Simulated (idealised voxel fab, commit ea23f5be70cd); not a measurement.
process module | voxel gate over fins
cross-section cut | 240 nm wide | cells 5 nm
A cross-section is a grid of square cells, given in bands from the top down. A band is one or more rows of cells.
Each band's line starts with the height of the band's top and of its bottom, in nm. Then come its materials from left to right, each with its width in nm. One material with "throughout" fills the band from edge to edge. "air" is empty space.
Height 0 is the level under which the wafer as received is all one material. The lowest band goes on downwards, as in "0 down".
A width such as "30 to 40" changes by the same amount from each row of cells to the next, from the band's top row to its bottom row.
"no change" after a step means that no cell of the cross-section changed.
closed voids: empty space of 8 cells or more with no open way to the top, each as width x height at its distance from the left edge, in nm
after a step's settings: what the simulator itself notes on the step
overlay nm, on a step with a mask: how far to the right of its planned place the mask lay; to the left if negative
plan
1 op RECEIVE | material Si
2 op CONFORMAL_DEP | material SiN | thk nm 5
3 op DIRECTIONAL_DEP | material aC | thk nm 15
4 op PATTERN | tone cover | mask id FINS | material resist | width nm 15 | pitch nm 50 | thk nm 35 | overlay nm 0
5 op DIRECTIONAL_ETCH | etch materials aC | depth nm 15
6 op STRIP | etch materials resist
7 op DIRECTIONAL_ETCH | etch materials SiN | depth nm 5
8 op DIRECTIONAL_ETCH | etch materials Si | depth nm 35
9 op STRIP | etch materials aC
10 op OXIDIZE | depth nm 5
11 op FILL_DEP | material SiO2 | thk nm 15
12 op CMP | height nm 5
13 op MASKED_ETCH | tone open | mask id RAIL | width nm 15 | etch materials SiO2 | depth nm 35 | overlay nm 0
14 op CONFORMAL_DEP | material TiN | thk nm 5
15 op FILL_DEP | material W | thk nm 5
16 op CMP | height nm 5
17 op SELECTIVE_ETCH | etch materials W Ru TiN | depth nm 20
18 op FILL_DEP | material SiO2 | thk nm 5
19 op CMP | height nm 5
20 op SELECTIVE_ETCH | etch materials SiO2 | depth nm 15
21 op STRIP | etch materials SiN
22 op CONFORMAL_DEP | material HfO2 | thk nm 5
23 op CONFORMAL_DEP | material TiN | thk nm 5
24 op CONFORMAL_DEP | material TiAl | thk nm 5
25 op CONFORMAL_DEP | material TiN | thk nm 5
26 op FILL_DEP | material W | thk nm 15
27 op CMP | height nm 30
28 op CONFORMAL_DEP | material SiCN | thk nm 5
as received, after step 1
  0 down: Si throughout
  closed voids: none
a wafer at the end: this start, this plan, one mistake
  35 to 30: SiCN throughout
  30 to 15: TiN throughout
  15 to 10: TiN 75 | TiAl 35 | TiN 15 | TiAl 35 | TiN 80
  10 to 5: TiN 75 | TiAl 5 | TiN 25 | TiAl 5 | TiN 15 | TiAl 5 | TiN 25 | TiAl 5 | TiN 80
  5 to 0: TiAl 80 | TiN 5 | HfO2 15 | TiN 5 | TiAl 25 | TiN 5 | HfO2 15 | TiN 5 | TiAl 85
  0 to -5: TiN 85 | HfO2 5 | Si 5 | HfO2 5 | TiN 35 | HfO2 5 | Si 5 | HfO2 5 | TiN 90
  -5 to -10: HfO2 90 | Si 5 | HfO2 45 | Si 5 | HfO2 95
  -10 to -15: SiO2 90 | Si 5 | SiO2 45 | Si 5 | SiO2 95
  -15 to -25: SiO2 90 | Si 5 | SiO2 15 | TiN 5 | W 5 | TiN 5 | SiO2 15 | Si 5 | SiO2 95
  -25 to -30: SiO2 90 | Si 5 | SiO2 15 | TiN 15 | SiO2 15 | Si 5 | SiO2 95
  -30 to -40: SiO2 90 | Si 5 | SiO2 45 | Si 5 | SiO2 95
  -40 down: Si throughout
  closed voids: none
what went wrong: step 26 ran as: op FILL_DEP | material TiN | thk nm 15
